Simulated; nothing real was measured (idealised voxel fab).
process module | voxel transistor to metal
cross-section cut | 160 nm wide | cells 5 nm
A cross-section is a grid of square cells, given in bands from the top down. A band is one or more rows of cells.
Each band's line starts with the height of the band's top and of its bottom, in nm. Then come its materials from left to right, each with its width in nm. One material with "throughout" fills the band from edge to edge. "air" is empty space.
Height 0 is the level under which the wafer as received is all one material. The lowest band goes on downwards, as in "0 down".
A width such as "30 to 40" changes by the same amount from each row of cells to the next, from the band's top row to its bottom row.
"no change" after a step means that no cell of the cross-section changed.
closed voids: empty space of 8 cells or more with no open way to the top, each as width x height at its distance from the left edge, in nm
after a step's settings: what the simulator itself notes on the step
overlay nm, on a step with a mask: how far to the right of its planned place the mask lay; to the left if negative
plan
1 op RECEIVE | material Si
2 op CONFORMAL_DEP | material SiO2 | thk nm 5
3 op CONFORMAL_DEP | material SiN | thk nm 10
4 op MASKED_ETCH | tone cover | mask id ACTIVE | width nm 100 | etch materials SiN | depth nm 10 | overlay nm 0
5 op MASKED_ETCH | tone cover | mask id ACTIVE | width nm 100 | etch materials SiO2 | depth nm 5 | overlay nm 0
6 op MASKED_ETCH | tone cover | mask id ACTIVE | width nm 100 | etch materials Si | depth nm 20 | overlay nm 0
7 op OXIDIZE | depth nm 5
8 op FILL_DEP | material SiO2 | thk nm 5
9 op CMP | height nm 15
10 op SELECTIVE_ETCH | etch materials SiO2 | depth nm 10
11 op STRIP | etch materials SiN
12 op SELECTIVE_ETCH | etch materials SiO2 | depth nm 5
13 op OXIDIZE | depth nm 5
14 op DIRECTIONAL_DEP | material polySi | thk nm 20
15 op DIRECTIONAL_DEP | material SiCN | thk nm 10
16 op DIRECTIONAL_DEP | material aC | thk nm 15
17 op PATTERN | tone cover | mask id GATE | material resist | width nm 30 | thk nm 30 | overlay nm 0
18 op DIRECTIONAL_ETCH | etch materials aC | depth nm 15
19 op STRIP | etch materials resist
20 op DIRECTIONAL_ETCH | etch materials SiCN | depth nm 20
21 op DIRECTIONAL_ETCH | etch materials polySi | depth nm 30
22 op STRIP | etch materials aC
23 op CONFORMAL_DEP | material SiO2 | thk nm 5
24 op DIRECTIONAL_ETCH | etch materials SiO2 | depth nm 5
25 op CONFORMAL_DEP | material SiN | thk nm 10
26 op DIRECTIONAL_ETCH | etch materials SiN | depth nm 10
27 op DIRECTIONAL_ETCH | etch materials SiO2 | depth nm 5
28 op DIRECTIONAL_ETCH | etch materials Si | depth nm 15
29 op EPI | material SiGe | thk nm 20
30 op FILL_DEP | material SiO2 | thk nm 5
31 op CMP | height nm 20
32 op STRIP | etch materials polySi
33 op SELECTIVE_ETCH | etch materials SiO2 | depth nm 5
34 op CONFORMAL_DEP | material HfO2 | thk nm 5
35 op CONFORMAL_DEP | material TiN | thk nm 5
36 op FILL_DEP | material W | thk nm 5
37 op CMP | height nm 15
38 op DIRECTIONAL_DEP | material SiO2 | thk nm 15
39 op MASKED_ETCH | tone open | mask id CONTACT | width nm 15 | pitch nm 75 | etch materials SiO2 | depth nm 15 | overlay nm 0
40 op CONFORMAL_DEP | material TiN | thk nm 5
41 op FILL_DEP | material Ru | thk nm 10
42 op CMP | height nm 30
43 op DIRECTIONAL_DEP | material TiN | thk nm 5
44 op DIRECTIONAL_DEP | material W | thk nm 15
45 op DIRECTIONAL_DEP | material aC | thk nm 15
46 op PATTERN | tone cover | mask id METAL_1 | material resist | width nm 15 | pitch nm 75 | thk nm 30 | overlay nm 0
47 op DIRECTIONAL_ETCH | etch materials aC | depth nm 15
48 op STRIP | etch materials resist
49 op DIRECTIONAL_ETCH | etch materials W | depth nm 15
50 op DIRECTIONAL_ETCH | etch materials TiN | depth nm 5
51 op STRIP | etch materials aC
52 op FILL_DEP | material lowk | thk nm 10
53 op CMP | height nm 50
54 op CONFORMAL_DEP | material SiN | thk nm 5
as received, after step 1
  0 down: Si throughout
  closed voids: none
first wafer at the end, as planned
  55 to 50: SiN throughout
  50 to 35: lowk 35 | W 15 | lowk 60 | W 15 | lowk 35
  35 to 30: lowk 35 | TiN 15 | lowk 60 | TiN 15 | lowk 35
  30 to 20: SiO2 35 | TiN 5 | Ru 5 | TiN 5 | SiO2 60 | TiN 5 | Ru 5 | TiN 5 | SiO2 35
  20 to 15: SiO2 35 | TiN 15 | SiO2 60 | TiN 15 | SiO2 35
  15 to 5: SiO2 30 | SiGe 20 | SiN 10 | HfO2 5 | TiN 5 | W 20 | TiN 5 | HfO2 5 | SiN 10 | SiGe 20 | SiO2 30
  5 to 0: SiO2 30 | SiGe 20 | SiN 10 | HfO2 5 | TiN 30 | HfO2 5 | SiN 10 | SiGe 20 | SiO2 30
  0 to -5: SiO2 30 | SiGe 20 | SiO2 10 | HfO2 40 | SiO2 10 | SiGe 20 | SiO2 30
  -5 to -20: SiO2 35 | SiGe 15 | Si 60 | SiGe 15 | SiO2 35
  -20 to -25: SiO2 35 | Si 90 | SiO2 35
  -25 down: Si throughout
  closed voids: none
second wafer at the end: like start, like plan, one mistake
  55 to 50: SiN throughout
  50 to 35: lowk 35 | W 15 | lowk 60 | W 15 | lowk 35
  35 to 30: lowk 35 | TiN 15 | lowk 60 | TiN 15 | lowk 35
  30 to 20: SiO2 35 | TiN 5 | Ru 5 | TiN 5 | SiO2 60 | TiN 5 | Ru 5 | TiN 5 | SiO2 35
  20 to 15: SiO2 35 | TiN 15 | SiO2 60 | TiN 15 | SiO2 35
  15 to 5: SiO2 30 | SiGe 20 | SiN 10 | HfO2 5 | SiN 5 | W 20 | SiN 5 | HfO2 5 | SiN 10 | SiGe 20 | SiO2 30
  5 to 0: SiO2 30 | SiGe 20 | SiN 10 | HfO2 5 | SiN 30 | HfO2 5 | SiN 10 | SiGe 20 | SiO2 30
  0 to -5: SiO2 30 | SiGe 20 | SiO2 10 | HfO2 40 | SiO2 10 | SiGe 20 | SiO2 30
  -5 to -20: SiO2 35 | SiGe 15 | Si 60 | SiGe 15 | SiO2 35
  -20 to -25: SiO2 35 | Si 90 | SiO2 35
  -25 down: Si throughout
  closed voids: none
what went wrong: step 35 ran as: op CONFORMAL_DEP | material SiN | thk nm 5
at the end the second wafer has, in cells: 10 more of SiN | 10 fewer of TiN
